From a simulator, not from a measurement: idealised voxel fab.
Module name: voxel wiring stack (process module)
Shown is cross-section cut, with a width of 205 nm and square cells of size 5 nm.
We lay out every cross-section as a grid of square cells and spell it out in bands from the top down, where one band means one or more rows of cells.
Heads up on the band format: heights come first, top then bottom, in nm. After that it's the materials left to right, each with its width in nm. A single material flagged "full width" fills the whole band edge to edge, and "air" means there's empty space there.
Heights are expressed relative to 0, this being the level below which the as-received wafer comprises one material exclusively. The lowest band is unbounded in the downward direction and is denoted as in "from 0 down".
You'd read "30 to 40" like this: the band's top row of cells is as wide as the first number, its bottom row is as wide as the second, and going down, every row changes width by the same amount as the row before did.
Take "nothing got changed" at face value: in the step it is given for, the cross-section changed in none of its cells.
Empty spaces counting at least 8 cells and having no open way to the top are listed in "Sealed voids". The notation width x height at distance is used for each, the distance being from the left edge and all three values in nm.
Step line, after settings: the simulator's comment on this step.
Each step line may optionally specify "overlay nm", which for a step with a mask gives the rightward distance between the mask's planned place and where it lay, a negative value indicating the leftward direction.
Process steps (planned):
step 1: RECEIVE, material Si
step 2: CONFORMAL_DEP, material SiO2, thk nm 15
step 3: DIRECTIONAL_DEP, material TiN, thk nm 5
step 4: DIRECTIONAL_DEP, material W, thk nm 25
step 5: DIRECTIONAL_DEP, material aC, thk nm 15
step 6: PATTERN, tone cover, mask id METAL_1, material resist, width nm 20, pitch nm 40, thk nm 30, overlay nm 0
step 7: DIRECTIONAL_ETCH, etch materials aC, depth nm 15
step 8: STRIP, etch materials resist
step 9: DIRECTIONAL_ETCH, etch materials W, depth nm 25
step 10: DIRECTIONAL_ETCH, etch materials TiN, depth nm 5
step 11: STRIP, etch materials aC
step 12: CONFORMAL_DEP, material SiCN, thk nm 5
step 13: FILL_DEP, material SiO2, thk nm 5
step 14: CMP, height nm 45
step 15: CONFORMAL_DEP, material SiCN, thk nm 5
step 16: DIRECTIONAL_DEP, material lowk, thk nm 30
step 17: MASKED_ETCH, tone open, mask id METAL_2_HOLES, width nm 15, pitch nm 80, etch materials lowk, depth nm 30, overlay nm 0
step 18: PATTERN, tone open, mask id METAL_2, material resist, width nm 20, pitch nm 40, thk nm 20, overlay nm 0
step 19: DIRECTIONAL_ETCH, etch materials lowk, depth nm 15
step 20: DIRECTIONAL_ETCH, etch materials SiCN, depth nm 5
step 21: STRIP, etch materials resist
step 22: CONFORMAL_DEP, material TiN, thk nm 5
step 23: FILL_DEP, material Cu, thk nm 5
step 24: CMP, height nm 80
step 25: CONFORMAL_DEP, material SiCN, thk nm 5
step 26: DIRECTIONAL_DEP, material SiO2, thk nm 30
step 27: MASKED_ETCH, tone open, mask id METAL_3, width nm 20, pitch nm 40, etch materials SiO2, depth nm 15, overlay nm 0
step 28: MASKED_ETCH, tone open, mask id METAL_3_HOLES, width nm 15, pitch nm 80, etch materials SiO2, depth nm 15, overlay nm 0
step 29: MASKED_ETCH, tone open, mask id METAL_3_HOLES, width nm 15, pitch nm 80, etch materials SiCN, depth nm 5, overlay nm 0
step 30: CONFORMAL_DEP, material TiN, thk nm 5
step 31: FILL_DEP, material Ru, thk nm 5
step 32: CMP, height nm 115
step 33: CONFORMAL_DEP, material SiCN, thk nm 5
step 34: DIRECTIONAL_DEP, material SiO2, thk nm 25
step 35: MASKED_ETCH, tone open, mask id METAL_4, width nm 20, pitch nm 40, etch materials SiO2, depth nm 15, overlay nm 0
step 36: PATTERN, tone open, mask id METAL_4_HOLES, material resist, width nm 15, pitch nm 80, thk nm 20, overlay nm 0
step 37: DIRECTIONAL_ETCH, etch materials SiO2, depth nm 10
step 38: DIRECTIONAL_ETCH, etch materials SiCN, depth nm 5
step 39: STRIP, etch materials resist
step 40: CONFORMAL_DEP, material TiN, thk nm 5
step 41: FILL_DEP, material Ru, thk nm 10
step 42: CMP, height nm 145
step 43: CONFORMAL_DEP, material SiN, thk nm 5
Incoming wafer, cross-sectional view, post step 1:
* from 0 down  Si full width
* Sealed voids: none
Cross-sectional result after module completion. Note: starting condition and plan are unchanged from above; one processing mistake was made:
* from 150 to 145  SiN full width
* from 145 to 135  SiO2=30; TiN=5; Ru=10; TiN=5; SiO2=20; TiN=5; Ru=10; TiN=5; SiO2=20; TiN=5; Ru=10; TiN=5; SiO2=20; TiN=5; Ru=10; TiN=5; SiO2=35
* from 135 to 130  SiO2=30; TiN=5; Ru=5; TiN=10; SiO2=20; TiN=20; SiO2=20; TiN=5; Ru=5; TiN=10; SiO2=20; TiN=20; SiO2=35
* from 130 to 120  SiO2=30; TiN=5; Ru=5; TiN=5; SiO2=65; TiN=5; Ru=5; TiN=5; SiO2=80
* from 120 to 115  SiCN=30; TiN=15; SiCN=65; TiN=15; SiCN=80
* from 115 to 85  SiO2 full width
* from 85 to 80  SiCN full width
* from 80 to 70  lowk=30; TiN=5; Cu=10; TiN=5; lowk=20; TiN=5; Cu=10; TiN=5; lowk=20; TiN=5; Cu=10; TiN=5; lowk=20; TiN=5; Cu=10; TiN=5; lowk=35
* from 70 to 65  lowk=30; TiN=5; Cu=5; TiN=10; lowk=20; TiN=20; lowk=20; TiN=5; Cu=5; TiN=10; lowk=20; TiN=20; lowk=35
* from 65 to 50  lowk=30; TiN=5; Cu=5; TiN=5; lowk=65; TiN=5; Cu=5; TiN=5; lowk=80
* from 50 to 45  SiCN=30; TiN=15; SiCN=65; TiN=15; SiCN=80
* from 45 to 20  SiO2=25; SiCN=5; W=20; SiCN=5; SiO2=10; SiCN=5; W=20; SiCN=5; SiO2=10; SiCN=5; W=20; SiCN=5; SiO2=10; SiCN=5; W=20; SiCN=5; SiO2=30
* from 20 to 15  SiCN=30; TiN=20; SiCN=20; TiN=20; SiCN=20; TiN=20; SiCN=20; TiN=20; SiCN=35
* from 15 to 0  SiO2 full width
* from 0 down  Si full width
* Sealed voids: none
Misprocessing identified: step 26 of the plan was executed twice over
